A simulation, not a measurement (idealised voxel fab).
process module | voxel tone inversion
cross-section cut | 270 nm wide | cells 5 nm
A cross-section is a grid of square cells, given in bands from the top down. A band is one or more rows of cells.
Each band's line starts with the height of the band's top and of its bottom, in nm. Then come its materials from left to right, each with its width in nm. One material with "throughout" fills the band from edge to edge. "air" is empty space.
Height 0 is the level under which the wafer as received is all one material. The lowest band goes on downwards, as in "0 down".
A width such as "30 to 40" changes by the same amount from each row of cells to the next, from the band's top row to its bottom row.
"no change" after a step means that no cell of the cross-section changed.
closed voids: empty space of 8 cells or more with no open way to the top, each as width x height at its distance from the left edge, in nm
after a step's settings: what the simulator itself notes on the step
overlay nm, on a step with a mask: how far to the right of its planned place the mask lay; to the left if negative
plan
1 op RECEIVE | material Si
2 op CONFORMAL_DEP | material SiCN | thk nm 5
3 op DIRECTIONAL_DEP | material aC | thk nm 25
4 op PATTERN | tone cover | mask id POSTS | material resist | width nm 25 | pitch nm 45 | thk nm 35 | overlay nm 0
5 op DIRECTIONAL_ETCH | etch materials aC | depth nm 25
6 op STRIP | etch materials resist
7 op FILL_DEP | material lowk | thk nm 5
8 op CMP | height nm 30
9 op STRIP | etch materials aC
as received, after step 1
  0 down: Si throughout
  closed voids: none
first wafer at the end, as planned
  30 to 5: lowk 100 | air 25 | lowk 20 | air 25 | lowk 100
  5 to 0: SiCN throughout
  0 down: Si throughout
  closed voids: none
second wafer at the end: like start, like plan, one mistake
  30 to 5: lowk 95 | air 25 | lowk 20 | air 25 | lowk 105
  5 to 0: SiCN throughout
  0 down: Si throughout
  closed voids: none
what went wrong: step 4 ran as: op PATTERN | tone cover | mask id POSTS | material resist | width nm 25 | pitch nm 45 | thk nm 35 | overlay nm -5
at the end the second wafer has, in cells: as many of each material as the first, in other places
